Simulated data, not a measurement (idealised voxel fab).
process module | voxel gate over fins
cross-section cut | 190 nm wide | cells 5 nm
A cross-section is a grid of square cells, given in bands from the top down. A band is one or more rows of cells.
Each band's line starts with the height of the band's top and of its bottom, in nm. Then come its materials from left to right, each with its width in nm. One material with "throughout" fills the band from edge to edge. "air" is empty space.
Height 0 is the level under which the wafer as received is all one material. The lowest band goes on downwards, as in "0 down".
A width such as "30 to 40" changes by the same amount from each row of cells to the next, from the band's top row to its bottom row.
"no change" after a step means that no cell of the cross-section changed.
closed voids: empty space of 8 cells or more with no open way to the top, each as width x height at its distance from the left edge, in nm
after a step's settings: what the simulator itself notes on the step
overlay nm, on a step with a mask: how far to the right of its planned place the mask lay; to the left if negative
Each pair below shows a cross-section before one step and the cross-section after it, down to the lowest band that changed. The line under each pair gives the step between them, with its settings. The pairs can come from different runs of this module on the same starting wafer, so a pair continues from the pair above only where its "before" says so.
before
  0 down: Si throughout
  closed voids: none
after
  10 to 0: SiN throughout
  below 0: unchanged
  closed voids: none
the step between: op CONFORMAL_DEP | material SiN | thk nm 10
before: the cross-section after the pair above
after
  25 to 10: aC throughout
  below 10: unchanged
  closed voids: none
the step between: op DIRECTIONAL_DEP | material aC | thk nm 15
before: the cross-section after the pair above
after
  55 to 25: air 45 | resist 15 | air 25 | resist 15 | air 25 | resist 15 | air 50
  below 25: unchanged
  closed voids: none
the step between: op PATTERN | tone cover | mask id FINS | material resist | width nm 15 | pitch nm 40 | thk nm 30 | overlay nm 0
before: the cross-section after the pair above
after
  40 to 25: air 45 | resist 15 | air 25 | resist 15 | air 25 | resist 15 | air 50
  25 to 10: air 45 | aC 15 | air 25 | aC 15 | air 25 | aC 15 | air 50
  below 10: unchanged
  closed voids: none
the step between: op DIRECTIONAL_ETCH | etch materials aC | depth nm 15
before: the cross-section after the pair above
after
  25 to 10: air 45 | aC 15 | air 25 | aC 15 | air 25 | aC 15 | air 50
  below 10: unchanged
  closed voids: none
the step between: op STRIP | etch materials resist
before: the cross-section after the pair above
after
  25 to 10: air 45 | aC 15 | air 25 | aC 15 | air 25 | aC 15 | air 50
  10 to 0: air 45 | SiN 15 | air 25 | SiN 15 | air 25 | SiN 15 | air 50
  below 0: unchanged
  closed voids: none
the step between: op DIRECTIONAL_ETCH | etch materials SiN | depth nm 10
before: the cross-section after the pair above
after
  25 to 10: air 45 | aC 15 | air 25 | aC 15 | air 25 | aC 15 | air 50
  10 to 0: air 45 | SiN 15 | air 25 | SiN 15 | air 25 | SiN 15 | air 50
  0 to -30: air 45 | Si 15 | air 25 | Si 15 | air 25 | Si 15 | air 50
  below -30: unchanged
  closed voids: none
the step between: op DIRECTIONAL_ETCH | etch materials Si | depth nm 30
before: the cross-section after the pair above
after
  10 to 0: air 45 | SiN 15 | air 25 | SiN 15 | air 25 | SiN 15 | air 50
  below 0: unchanged
  closed voids: none
the step between: op STRIP | etch materials aC
before: the cross-section after the pair above
after
  20 to 10: SiO2 throughout
  10 to 0: SiO2 45 | SiN 15 | SiO2 25 | SiN 15 | SiO2 25 | SiN 15 | SiO2 50
  0 to -30: SiO2 45 | Si 15 | SiO2 25 | Si 15 | SiO2 25 | Si 15 | SiO2 50
  below -30: unchanged
  closed voids: none
the step between: op FILL_DEP | material SiO2 | thk nm 10
before: the cross-section after the pair above
after
  10 to 0: SiO2 45 | SiN 15 | SiO2 25 | SiN 15 | SiO2 25 | SiN 15 | SiO2 50
  below 0: unchanged
  closed voids: none
the step between: op CMP | height nm 10
before: the cross-section after the pair above
after
  10 to 0: air 45 | SiN 15 | air 25 | SiN 15 | air 25 | SiN 15 | air 50
  0 to -15: air 45 | Si 15 | air 25 | Si 15 | air 25 | Si 15 | air 50
  below -15: unchanged
  closed voids: none
the step between: op SELECTIVE_ETCH | etch materials SiO2 | depth nm 25
before: the cross-section after the pair above
after
  0 to -15: air 45 | Si 15 | air 25 | Si 15 | air 25 | Si 15 | air 50
  below -15: unchanged
  closed voids: none
the step between: op STRIP | etch materials SiN
before: the cross-section after the pair above
after
  5 to 0: air 40 | HfO2 25 | air 15 | HfO2 25 | air 15 | HfO2 25 | air 45
  0 to -10: air 40 | HfO2 5 | Si 15 | HfO2 5 | air 15 | HfO2 5 | Si 15 | HfO2 5 | air 15 | HfO2 5 | Si 15 | HfO2 5 | air 45
  -10 to -15: HfO2 45 | Si 15 | HfO2 25 | Si 15 | HfO2 25 | Si 15 | HfO2 50
  below -15: unchanged
  closed voids: none
the step between: op CONFORMAL_DEP | material HfO2 | thk nm 5
before: the cross-section after the pair above
after
  10 to 5: air 35 | TiN 35 | air 5 | TiN 35 | air 5 | TiN 35 | air 40
  5 to 0: air 35 | TiN 5 | HfO2 25 | TiN 5 | air 5 | TiN 5 | HfO2 25 | TiN 5 | air 5 | TiN 5 | HfO2 25 | TiN 5 | air 40
  0 to -5: air 35 | TiN 5 | HfO2 5 | Si 15 | HfO2 5 | TiN 5 | air 5 | TiN 5 | HfO2 5 | Si 15 | HfO2 5 | TiN 5 | air 5 | TiN 5 | HfO2 5 | Si 15 | HfO2 5 | TiN 5 | air 40
  -5 to -10: TiN 40 | HfO2 5 | Si 15 | HfO2 5 | TiN 15 | HfO2 5 | Si 15 | HfO2 5 | TiN 15 | HfO2 5 | Si 15 | HfO2 5 | TiN 45
  below -10: unchanged
  closed voids: none
the step between: op CONFORMAL_DEP | material TiN | thk nm 5
before: the cross-section after the pair above
after
  15 to 10: air 30 | TiAl 125 | air 35
  10 to 5: air 30 | TiAl 5 | TiN 35 | TiAl 5 | TiN 35 | TiAl 5 | TiN 35 | TiAl 5 | air 35
  5 to 0: air 30 | TiAl 5 | TiN 5 | HfO2 25 | TiN 5 | TiAl 5 | TiN 5 | HfO2 25 | TiN 5 | TiAl 5 | TiN 5 | HfO2 25 | TiN 5 | TiAl 5 | air 35
  0 to -5: TiAl 35 | TiN 5 | HfO2 5 | Si 15 | HfO2 5 | TiN 5 | TiAl 5 | TiN 5 | HfO2 5 | Si 15 | HfO2 5 | TiN 5 | TiAl 5 | TiN 5 | HfO2 5 | Si 15 | HfO2 5 | TiN 5 | TiAl 40
  below -5: unchanged
  closed voids: none
the step between: op CONFORMAL_DEP | material TiAl | thk nm 5
before: the cross-section after the pair above
after
  20 to 15: air 25 | TiN 135 | air 30
  15 to 10: air 25 | TiN 5 | TiAl 125 | TiN 5 | air 30
  10 to 5: air 25 | TiN 5 | TiAl 5 | TiN 35 | TiAl 5 | TiN 35 | TiAl 5 | TiN 35 | TiAl 5 | TiN 5 | air 30
  5 to 0: TiN 30 | TiAl 5 | TiN 5 | HfO2 25 | TiN 5 | TiAl 5 | TiN 5 | HfO2 25 | TiN 5 | TiAl 5 | TiN 5 | HfO2 25 | TiN 5 | TiAl 5 | TiN 35
  below 0: unchanged
  closed voids: none
the step between: op CONFORMAL_DEP | material TiN | thk nm 5
before: the cross-section after the pair above
after
  30 to 20: W throughout
  20 to 15: W 25 | TiN 135 | W 30
  15 to 10: W 25 | TiN 5 | TiAl 125 | TiN 5 | W 30
  10 to 5: W 25 | TiN 5 | TiAl 5 | TiN 35 | TiAl 5 | TiN 35 | TiAl 5 | TiN 35 | TiAl 5 | TiN 5 | W 30
  below 5: unchanged
  closed voids: none
the step between: op FILL_DEP | material W | thk nm 10
before: the cross-section after the pair above
after
  25 to 20: W throughout
  below 20: unchanged
  closed voids: none
the step between: op CMP | height nm 25
before: the cross-section after the pair above
after
  30 to 25: SiCN throughout
  below 25: unchanged
  closed voids: none
the step between: op CONFORMAL_DEP | material SiCN | thk nm 5
before
  5 to 0: air 40 | HfO2 25 | air 15 | HfO2 25 | air 15 | HfO2 25 | air 45
  0 to -10: air 40 | HfO2 5 | Si 15 | HfO2 5 | air 15 | HfO2 5 | Si 15 | HfO2 5 | air 15 | HfO2 5 | Si 15 | HfO2 5 | air 45
  -10 to -15: HfO2 45 | Si 15 | HfO2 25 | Si 15 | HfO2 25 | Si 15 | HfO2 50
  -15 to -30: SiO2 45 | Si 15 | SiO2 25 | Si 15 | SiO2 25 | Si 15 | SiO2 50
  -30 down: Si throughout
  closed voids: none
after
  10 to 5: air 35 | TiAl 35 | air 5 | TiAl 35 | air 5 | TiAl 35 | air 40
  5 to 0: air 35 | TiAl 5 | HfO2 25 | TiAl 5 | air 5 | TiAl 5 | HfO2 25 | TiAl 5 | air 5 | TiAl 5 | HfO2 25 | TiAl 5 | air 40
  0 to -5: air 35 | TiAl 5 | HfO2 5 | Si 15 | HfO2 5 | TiAl 5 | air 5 | TiAl 5 | HfO2 5 | Si 15 | HfO2 5 | TiAl 5 | air 5 | TiAl 5 | HfO2 5 | Si 15 | HfO2 5 | TiAl 5 | air 40
  -5 to -10: TiAl 40 | HfO2 5 | Si 15 | HfO2 5 | TiAl 15 | HfO2 5 | Si 15 | HfO2 5 | TiAl 15 | HfO2 5 | Si 15 | HfO2 5 | TiAl 45
  below -10: unchanged
  closed voids: none
the step between: op CONFORMAL_DEP | material TiAl | thk nm 5
before: the cross-section after the pair above
after
  15 to 10: air 30 | TiN 125 | air 35
  10 to 5: air 30 | TiN 5 | TiAl 35 | TiN 5 | TiAl 35 | TiN 5 | TiAl 35 | TiN 5 | air 35
  5 to 0: air 30 | TiN 5 | TiAl 5 | HfO2 25 | TiAl 5 | TiN 5 | TiAl 5 | HfO2 25 | TiAl 5 | TiN 5 | TiAl 5 | HfO2 25 | TiAl 5 | TiN 5 | air 35
  0 to -5: TiN 35 | TiAl 5 | HfO2 5 | Si 15 | HfO2 5 | TiAl 5 | TiN 5 | TiAl 5 | HfO2 5 | Si 15 | HfO2 5 | TiAl 5 | TiN 5 | TiAl 5 | HfO2 5 | Si 15 | HfO2 5 | TiAl 5 | TiN 40
  below -5: unchanged
  closed voids: none
the step between: op CONFORMAL_DEP | material TiN | thk nm 5
before: the cross-section after the pair above
after
  25 to 15: W throughout
  15 to 10: W 30 | TiN 125 | W 35
  10 to 5: W 30 | TiN 5 | TiAl 35 | TiN 5 | TiAl 35 | TiN 5 | TiAl 35 | TiN 5 | W 35
  5 to 0: W 30 | TiN 5 | TiAl 5 | HfO2 25 | TiAl 5 | TiN 5 | TiAl 5 | HfO2 25 | TiAl 5 | TiN 5 | TiAl 5 | HfO2 25 | TiAl 5 | TiN 5 | W 35
  below 0: unchanged
  closed voids: none
the step between: op FILL_DEP | material W | thk nm 10
before: the cross-section after the pair above
after
  30 to 25: SiCN throughout
  below 25: unchanged
  closed voids: none
the step between: op CONFORMAL_DEP | material SiCN | thk nm 5
before
  25 to 10: air 45 | aC 15 | air 25 | aC 15 | air 25 | aC 15 | air 50
  10 to 0: air 45 | SiN 15 | air 25 | SiN 15 | air 25 | SiN 15 | air 50
  0 to -30: air 45 | Si 15 | air 25 | Si 15 | air 25 | Si 15 | air 50
  -30 down: Si throughout
  closed voids: none
after
  25 to 10: air 45 | aC 15 | air 25 | aC 15 | air 25 | aC 15 | air 50
  10 to 0: air 45 | SiN 15 | air 25 | SiN 15 | air 25 | SiN 15 | air 50
  0 to -60: air 45 | Si 15 | air 25 | Si 15 | air 25 | Si 15 | air 50
  below -60: unchanged
  closed voids: none
the step between: op DIRECTIONAL_ETCH | etch materials Si | depth nm 30
before: the cross-section after the pair above
after
  10 to 0: air 45 | SiN 15 | air 25 | SiN 15 | air 25 | SiN 15 | air 50
  below 0: unchanged
  closed voids: none
the step between: op STRIP | etch materials aC
before: the cross-section after the pair above
after
  20 to 10: SiO2 throughout
  10 to 0: SiO2 45 | SiN 15 | SiO2 25 | SiN 15 | SiO2 25 | SiN 15 | SiO2 50
  0 to -60: SiO2 45 | Si 15 | SiO2 25 | Si 15 | SiO2 25 | Si 15 | SiO2 50
  below -60: unchanged
  closed voids: none
the step between: op FILL_DEP | material SiO2 | thk nm 10
before: the cross-section after the pair above
after
  10 to 0: SiO2 45 | SiN 15 | SiO2 25 | SiN 15 | SiO2 25 | SiN 15 | SiO2 50
  below 0: unchanged
  closed voids: none
the step between: op CMP | height nm 10
before: the cross-section after the pair above
after
  10 to 0: air 45 | SiN 15 | air 25 | SiN 15 | air 25 | SiN 15 | air 50
  0 to -15: air 45 | Si 15 | air 25 | Si 15 | air 25 | Si 15 | air 50
  below -15: unchanged
  closed voids: none
the step between: op SELECTIVE_ETCH | etch materials SiO2 | depth nm 25
before: the cross-section after the pair above
after
  0 to -15: air 45 | Si 15 | air 25 | Si 15 | air 25 | Si 15 | air 50
  below -15: unchanged
  closed voids: none
the step between: op STRIP | etch materials SiN
before: the cross-section after the pair above
after
  5 to 0: air 40 | HfO2 25 | air 15 | HfO2 25 | air 15 | HfO2 25 | air 45
  0 to -10: air 40 | HfO2 5 | Si 15 | HfO2 5 | air 15 | HfO2 5 | Si 15 | HfO2 5 | air 15 | HfO2 5 | Si 15 | HfO2 5 | air 45
  -10 to -15: HfO2 45 | Si 15 | HfO2 25 | Si 15 | HfO2 25 | Si 15 | HfO2 50
  below -15: unchanged
  closed voids: none
the step between: op CONFORMAL_DEP | material HfO2 | thk nm 5
before: the cross-section after the pair above
after
  10 to 5: air 35 | TiN 35 | air 5 | TiN 35 | air 5 | TiN 35 | air 40
  5 to 0: air 35 | TiN 5 | HfO2 25 | TiN 5 | air 5 | TiN 5 | HfO2 25 | TiN 5 | air 5 | TiN 5 | HfO2 25 | TiN 5 | air 40
  0 to -5: air 35 | TiN 5 | HfO2 5 | Si 15 | HfO2 5 | TiN 5 | air 5 | TiN 5 | HfO2 5 | Si 15 | HfO2 5 | TiN 5 | air 5 | TiN 5 | HfO2 5 | Si 15 | HfO2 5 | TiN 5 | air 40
  -5 to -10: TiN 40 | HfO2 5 | Si 15 | HfO2 5 | TiN 15 | HfO2 5 | Si 15 | HfO2 5 | TiN 15 | HfO2 5 | Si 15 | HfO2 5 | TiN 45
  below -10: unchanged
  closed voids: none
the step between: op CONFORMAL_DEP | material TiN | thk nm 5
before: the cross-section after the pair above
after
  15 to 10: air 30 | TiAl 125 | air 35
  10 to 5: air 30 | TiAl 5 | TiN 35 | TiAl 5 | TiN 35 | TiAl 5 | TiN 35 | TiAl 5 | air 35
  5 to 0: air 30 | TiAl 5 | TiN 5 | HfO2 25 | TiN 5 | TiAl 5 | TiN 5 | HfO2 25 | TiN 5 | TiAl 5 | TiN 5 | HfO2 25 | TiN 5 | TiAl 5 | air 35
  0 to -5: TiAl 35 | TiN 5 | HfO2 5 | Si 15 | HfO2 5 | TiN 5 | TiAl 5 | TiN 5 | HfO2 5 | Si 15 | HfO2 5 | TiN 5 | TiAl 5 | TiN 5 | HfO2 5 | Si 15 | HfO2 5 | TiN 5 | TiAl 40
  below -5: unchanged
  closed voids: none
the step between: op CONFORMAL_DEP | material TiAl | thk nm 5
before: the cross-section after the pair above
after
  20 to 15: air 25 | TiN 135 | air 30
  15 to 10: air 25 | TiN 5 | TiAl 125 | TiN 5 | air 30
  10 to 5: air 25 | TiN 5 | TiAl 5 | TiN 35 | TiAl 5 | TiN 35 | TiAl 5 | TiN 35 | TiAl 5 | TiN 5 | air 30
  5 to 0: TiN 30 | TiAl 5 | TiN 5 | HfO2 25 | TiN 5 | TiAl 5 | TiN 5 | HfO2 25 | TiN 5 | TiAl 5 | TiN 5 | HfO2 25 | TiN 5 | TiAl 5 | TiN 35
  below 0: unchanged
  closed voids: none
the step between: op CONFORMAL_DEP | material TiN | thk nm 5
before: the cross-section after the pair above
after
  30 to 20: W throughout
  20 to 15: W 25 | TiN 135 | W 30
  15 to 10: W 25 | TiN 5 | TiAl 125 | TiN 5 | W 30
  10 to 5: W 25 | TiN 5 | TiAl 5 | TiN 35 | TiAl 5 | TiN 35 | TiAl 5 | TiN 35 | TiAl 5 | TiN 5 | W 30
  below 5: unchanged
  closed voids: none
the step between: op FILL_DEP | material W | thk nm 10
before: the cross-section after the pair above
after
  25 to 20: W throughout
  below 20: unchanged
  closed voids: none
the step between: op CMP | height nm 25
before: the cross-section after the pair above
after
  30 to 25: SiCN throughout
  below 25: unchanged
  closed voids: none
the step between: op CONFORMAL_DEP | material SiCN | thk nm 5
before
  15 to 10: air 30 | TiN 125 | air 35
  10 to 5: air 30 | TiN 5 | TiAl 35 | TiN 5 | TiAl 35 | TiN 5 | TiAl 35 | TiN 5 | air 35
  5 to 0: air 30 | TiN 5 | TiAl 5 | HfO2 25 | TiAl 5 | TiN 5 | TiAl 5 | HfO2 25 | TiAl 5 | TiN 5 | TiAl 5 | HfO2 25 | TiAl 5 | TiN 5 | air 35
  0 to -5: TiN 35 | TiAl 5 | HfO2 5 | Si 15 | HfO2 5 | TiAl 5 | TiN 5 | TiAl 5 | HfO2 5 | Si 15 | HfO2 5 | TiAl 5 | TiN 5 | TiAl 5 | HfO2 5 | Si 15 | HfO2 5 | TiAl 5 | TiN 40
  -5 to -10: TiAl 40 | HfO2 5 | Si 15 | HfO2 5 | TiAl 15 | HfO2 5 | Si 15 | HfO2 5 | TiAl 15 | HfO2 5 | Si 15 | HfO2 5 | TiAl 45
  -10 to -15: HfO2 45 | Si 15 | HfO2 25 | Si 15 | HfO2 25 | Si 15 | HfO2 50
  -15 to -30: SiO2 45 | Si 15 | SiO2 25 | Si 15 | SiO2 25 | Si 15 | SiO2 50
  -30 down: Si throughout
  closed voids: none
after
  20 to 10: air 25 | TiN 135 | air 30
  10 to 5: air 25 | TiN 10 | TiAl 35 | TiN 5 | TiAl 35 | TiN 5 | TiAl 35 | TiN 10 | air 30
  5 to 0: TiN 35 | TiAl 5 | HfO2 25 | TiAl 5 | TiN 5 | TiAl 5 | HfO2 25 | TiAl 5 | TiN 5 | TiAl 5 | HfO2 25 | TiAl 5 | TiN 40
  below 0: unchanged
  closed voids: none
the step between: op CONFORMAL_DEP | material TiN | thk nm 5
before: the cross-section after the pair above
after
  30 to 20: W throughout
  20 to 10: W 25 | TiN 135 | W 30
  10 to 5: W 25 | TiN 10 | TiAl 35 | TiN 5 | TiAl 35 | TiN 5 | TiAl 35 | TiN 10 | W 30
  below 5: unchanged
  closed voids: none
the step between: op FILL_DEP | material W | thk nm 10
before: the cross-section after the pair above
after
  25 to 20: W throughout
  below 20: unchanged
  closed voids: none
the step between: op CMP | height nm 25
before: the cross-section after the pair above
after
  30 to 25: SiCN throughout
  below 25: unchanged
  closed voids: none
the step between: op CONFORMAL_DEP | material SiCN | thk nm 5
before
  30 to 20: W throughout
  20 to 15: W 25 | TiN 135 | W 30
  15 to 10: W 25 | TiN 5 | TiAl 125 | TiN 5 | W 30
  10 to 5: W 25 | TiN 5 | TiAl 5 | TiN 35 | TiAl 5 | TiN 35 | TiAl 5 | TiN 35 | TiAl 5 | TiN 5 | W 30
  5 to 0: TiN 30 | TiAl 5 | TiN 5 | HfO2 25 | TiN 5 | TiAl 5 | TiN 5 | HfO2 25 | TiN 5 | TiAl 5 | TiN 5 | HfO2 25 | TiN 5 | TiAl 5 | TiN 35
  0 to -5: TiAl 35 | TiN 5 | HfO2 5 | Si 15 | HfO2 5 | TiN 5 | TiAl 5 | TiN 5 | HfO2 5 | Si 15 | HfO2 5 | TiN 5 | TiAl 5 | TiN 5 | HfO2 5 | Si 15 | HfO2 5 | TiN 5 | TiAl 40
  -5 to -10: TiN 40 | HfO2 5 | Si 15 | HfO2 5 | TiN 15 | HfO2 5 | Si 15 | HfO2 5 | TiN 15 | HfO2 5 | Si 15 | HfO2 5 | TiN 45
  -10 to -15: HfO2 45 | Si 15 | HfO2 25 | Si 15 | HfO2 25 | Si 15 | HfO2 50
  -15 to -30: SiO2 45 | Si 15 | SiO2 25 | Si 15 | SiO2 25 | Si 15 | SiO2 50
  -30 down: Si throughout
  closed voids: none
after
  15 to 10: W 25 | TiN 5 | TiAl 125 | TiN 5 | W 30
  below 10: unchanged
  closed voids: none
the step between: op CMP | height nm 15
before: the cross-section after the pair above
after
  20 to 15: SiCN throughout
  below 15: unchanged
  closed voids: none
the step between: op CONFORMAL_DEP | material SiCN | thk nm 5
before
  25 to 10: aC throughout
  10 to 0: SiN throughout
  0 down: Si throughout
  closed voids: none
after
  55 to 25: air 40 | resist 25 | air 15 | resist 25 | air 15 | resist 25 | air 45
  below 25: unchanged
  closed voids: none
the step between: op PATTERN | tone cover | mask id FINS | material resist | width nm 25 | pitch nm 40 | thk nm 30 | overlay nm 0
before: the cross-section after the pair above
after
  40 to 25: air 40 | resist 25 | air 15 | resist 25 | air 15 | resist 25 | air 45
  25 to 10: air 40 | aC 25 | air 15 | aC 25 | air 15 | aC 25 | air 45
  below 10: unchanged
  closed voids: none
the step between: op DIRECTIONAL_ETCH | etch materials aC | depth nm 15
before: the cross-section after the pair above
after
  25 to 10: air 40 | aC 25 | air 15 | aC 25 | air 15 | aC 25 | air 45
  below 10: unchanged
  closed voids: none
the step between: op STRIP | etch materials resist
before: the cross-section after the pair above
after
  25 to 10: air 40 | aC 25 | air 15 | aC 25 | air 15 | aC 25 | air 45
  10 to 0: air 40 | SiN 25 | air 15 | SiN 25 | air 15 | SiN 25 | air 45
  below 0: unchanged
  closed voids: none
the step between: op DIRECTIONAL_ETCH | etch materials SiN | depth nm 10
before: the cross-section after the pair above
after
  25 to 10: air 40 | aC 25 | air 15 | aC 25 | air 15 | aC 25 | air 45
  10 to 0: air 40 | SiN 25 | air 15 | SiN 25 | air 15 | SiN 25 | air 45
  0 to -30: air 40 | Si 25 | air 15 | Si 25 | air 15 | Si 25 | air 45
  below -30: unchanged
  closed voids: none
the step between: op DIRECTIONAL_ETCH | etch materials Si | depth nm 30
before: the cross-section after the pair above
after
  10 to 0: air 40 | SiN 25 | air 15 | SiN 25 | air 15 | SiN 25 | air 45
  below 0: unchanged
  closed voids: none
the step between: op STRIP | etch materials aC
before: the cross-section after the pair above
after
  20 to 10: SiO2 throughout
  10 to 0: SiO2 40 | SiN 25 | SiO2 15 | SiN 25 | SiO2 15 | SiN 25 | SiO2 45
  0 to -30: SiO2 40 | Si 25 | SiO2 15 | Si 25 | SiO2 15 | Si 25 | SiO2 45
  below -30: unchanged
  closed voids: none
the step between: op FILL_DEP | material SiO2 | thk nm 10
before: the cross-section after the pair above
after
  10 to 0: SiO2 40 | SiN 25 | SiO2 15 | SiN 25 | SiO2 15 | SiN 25 | SiO2 45
  below 0: unchanged
  closed voids: none
the step between: op CMP | height nm 10
before: the cross-section after the pair above
after
  10 to 0: air 40 | SiN 25 | air 15 | SiN 25 | air 15 | SiN 25 | air 45
  0 to -15: air 40 | Si 25 | air 15 | Si 25 | air 15 | Si 25 | air 45
  below -15: unchanged
  closed voids: none
the step between: op SELECTIVE_ETCH | etch materials SiO2 | depth nm 25
before: the cross-section after the pair above
after
  0 to -15: air 40 | Si 25 | air 15 | Si 25 | air 15 | Si 25 | air 45
  below -15: unchanged
  closed voids: none
the step between: op STRIP | etch materials SiN
before: the cross-section after the pair above
after
  5 to 0: air 35 | HfO2 35 | air 5 | HfO2 35 | air 5 | HfO2 35 | air 40
  0 to -10: air 35 | HfO2 5 | Si 25 | HfO2 5 | air 5 | HfO2 5 | Si 25 | HfO2 5 | air 5 | HfO2 5 | Si 25 | HfO2 5 | air 40
  -10 to -15: HfO2 40 | Si 25 | HfO2 15 | Si 25 | HfO2 15 | Si 25 | HfO2 45
  below -15: unchanged
  closed voids: none
the step between: op CONFORMAL_DEP | material HfO2 | thk nm 5
before: the cross-section after the pair above
after
  10 to 5: air 30 | TiN 125 | air 35
  5 to 0: air 30 | TiN 5 | HfO2 35 | TiN 5 | HfO2 35 | TiN 5 | HfO2 35 | TiN 5 | air 35
  0 to -5: air 30 | TiN 5 | HfO2 5 | Si 25 | HfO2 5 | TiN 5 | HfO2 5 | Si 25 | HfO2 5 | TiN 5 | HfO2 5 | Si 25 | HfO2 5 | TiN 5 | air 35
  -5 to -10: TiN 35 | HfO2 5 | Si 25 | HfO2 5 | TiN 5 | HfO2 5 | Si 25 | HfO2 5 | TiN 5 | HfO2 5 | Si 25 | HfO2 5 | TiN 40
  below -10: unchanged
  closed voids: none
the step between: op CONFORMAL_DEP | material TiN | thk nm 5
before: the cross-section after the pair above
after
  15 to 10: air 25 | TiAl 135 | air 30
  10 to 5: air 25 | TiAl 5 | TiN 125 | TiAl 5 | air 30
  5 to 0: air 25 | TiAl 5 | TiN 5 | HfO2 35 | TiN 5 | HfO2 35 | TiN 5 | HfO2 35 | TiN 5 | TiAl 5 | air 30
  0 to -5: TiAl 30 | TiN 5 | HfO2 5 | Si 25 | HfO2 5 | TiN 5 | HfO2 5 | Si 25 | HfO2 5 | TiN 5 | HfO2 5 | Si 25 | HfO2 5 | TiN 5 | TiAl 35
  below -5: unchanged
  closed voids: none
the step between: op CONFORMAL_DEP | material TiAl | thk nm 5
before: the cross-section after the pair above
after
  20 to 15: air 20 | TiN 145 | air 25
  15 to 10: air 20 | TiN 5 | TiAl 135 | TiN 5 | air 25
  10 to 5: air 20 | TiN 5 | TiAl 5 | TiN 125 | TiAl 5 | TiN 5 | air 25
  5 to 0: TiN 25 | TiAl 5 | TiN 5 | HfO2 35 | TiN 5 | HfO2 35 | TiN 5 | HfO2 35 | TiN 5 | TiAl 5 | TiN 30
  below 0: unchanged
  closed voids: none
the step between: op CONFORMAL_DEP | material TiN | thk nm 5
before: the cross-section after the pair above
after
  30 to 20: W throughout
  20 to 15: W 20 | TiN 145 | W 25
  15 to 10: W 20 | TiN 5 | TiAl 135 | TiN 5 | W 25
  10 to 5: W 20 | TiN 5 | TiAl 5 | TiN 125 | TiAl 5 | TiN 5 | W 25
  below 5: unchanged
  closed voids: none
the step between: op FILL_DEP | material W | thk nm 10
before: the cross-section after the pair above
after
  25 to 20: W throughout
  below 20: unchanged
  closed voids: none
the step between: op CMP | height nm 25
before: the cross-section after the pair above
after
  30 to 25: SiCN throughout
  below 25: unchanged
  closed voids: none
the step between: op CONFORMAL_DEP | material SiCN | thk nm 5
before
  25 to 10: aC throughout
  10 to 0: SiN throughout
  0 down: Si throughout
  closed voids: none
after
  55 to 25: air 40 | resist 15 | air 25 | resist 15 | air 25 | resist 15 | air 55
  below 25: unchanged
  closed voids: none
the step between: op PATTERN | tone cover | mask id FINS | material resist | width nm 15 | pitch nm 40 | thk nm 30 | overlay nm -5
before: the cross-section after the pair above
after
  40 to 25: air 40 | resist 15 | air 25 | resist 15 | air 25 | resist 15 | air 55
  25 to 10: air 40 | aC 15 | air 25 | aC 15 | air 25 | aC 15 | air 55
  below 10: unchanged
  closed voids: none
the step between: op DIRECTIONAL_ETCH | etch materials aC | depth nm 15
before: the cross-section after the pair above
after
  25 to 10: air 40 | aC 15 | air 25 | aC 15 | air 25 | aC 15 | air 55
  below 10: unchanged
  closed voids: none
the step between: op STRIP | etch materials resist
before: the cross-section after the pair above
after
  25 to 10: air 40 | aC 15 | air 25 | aC 15 | air 25 | aC 15 | air 55
  10 to 0: air 40 | SiN 15 | air 25 | SiN 15 | air 25 | SiN 15 | air 55
  below 0: unchanged
  closed voids: none
the step between: op DIRECTIONAL_ETCH | etch materials SiN | depth nm 10
before: the cross-section after the pair above
after
  25 to 10: air 40 | aC 15 | air 25 | aC 15 | air 25 | aC 15 | air 55
  10 to 0: air 40 | SiN 15 | air 25 | SiN 15 | air 25 | SiN 15 | air 55
  0 to -30: air 40 | Si 15 | air 25 | Si 15 | air 25 | Si 15 | air 55
  below -30: unchanged
  closed voids: none
the step between: op DIRECTIONAL_ETCH | etch materials Si | depth nm 30
before: the cross-section after the pair above
after
  10 to 0: air 40 | SiN 15 | air 25 | SiN 15 | air 25 | SiN 15 | air 55
  below 0: unchanged
  closed voids: none
the step between: op STRIP | etch materials aC
before: the cross-section after the pair above
after
  20 to 10: SiO2 throughout
  10 to 0: SiO2 40 | SiN 15 | SiO2 25 | SiN 15 | SiO2 25 | SiN 15 | SiO2 55
  0 to -30: SiO2 40 | Si 15 | SiO2 25 | Si 15 | SiO2 25 | Si 15 | SiO2 55
  below -30: unchanged
  closed voids: none
the step between: op FILL_DEP | material SiO2 | thk nm 10
before: the cross-section after the pair above
after
  10 to 0: SiO2 40 | SiN 15 | SiO2 25 | SiN 15 | SiO2 25 | SiN 15 | SiO2 55
  below 0: unchanged
  closed voids: none
the step between: op CMP | height nm 10
before: the cross-section after the pair above
after
  10 to 0: air 40 | SiN 15 | air 25 | SiN 15 | air 25 | SiN 15 | air 55
  0 to -15: air 40 | Si 15 | air 25 | Si 15 | air 25 | Si 15 | air 55
  below -15: unchanged
  closed voids: none
the step between: op SELECTIVE_ETCH | etch materials SiO2 | depth nm 25
before: the cross-section after the pair above
after
  0 to -15: air 40 | Si 15 | air 25 | Si 15 | air 25 | Si 15 | air 55
  below -15: unchanged
  closed voids: none
the step between: op STRIP | etch materials SiN
before: the cross-section after the pair above
after
  5 to 0: air 35 | HfO2 25 | air 15 | HfO2 25 | air 15 | HfO2 25 | air 50
  0 to -10: air 35 | HfO2 5 | Si 15 | HfO2 5 | air 15 | HfO2 5 | Si 15 | HfO2 5 | air 15 | HfO2 5 | Si 15 | HfO2 5 | air 50
  -10 to -15: HfO2 40 | Si 15 | HfO2 25 | Si 15 | HfO2 25 | Si 15 | HfO2 55
  below -15: unchanged
  closed voids: none
the step between: op CONFORMAL_DEP | material HfO2 | thk nm 5
before: the cross-section after the pair above
after
  10 to 5: air 30 | TiN 35 | air 5 | TiN 35 | air 5 | TiN 35 | air 45
  5 to 0: air 30 | TiN 5 | HfO2 25 | TiN 5 | air 5 | TiN 5 | HfO2 25 | TiN 5 | air 5 | TiN 5 | HfO2 25 | TiN 5 | air 45
  0 to -5: air 30 | TiN 5 | HfO2 5 | Si 15 | HfO2 5 | TiN 5 | air 5 | TiN 5 | HfO2 5 | Si 15 | HfO2 5 | TiN 5 | air 5 | TiN 5 | HfO2 5 | Si 15 | HfO2 5 | TiN 5 | air 45
  -5 to -10: TiN 35 | HfO2 5 | Si 15 | HfO2 5 | TiN 15 | HfO2 5 | Si 15 | HfO2 5 | TiN 15 | HfO2 5 | Si 15 | HfO2 5 | TiN 50
  below -10: unchanged
  closed voids: none
the step between: op CONFORMAL_DEP | material TiN | thk nm 5
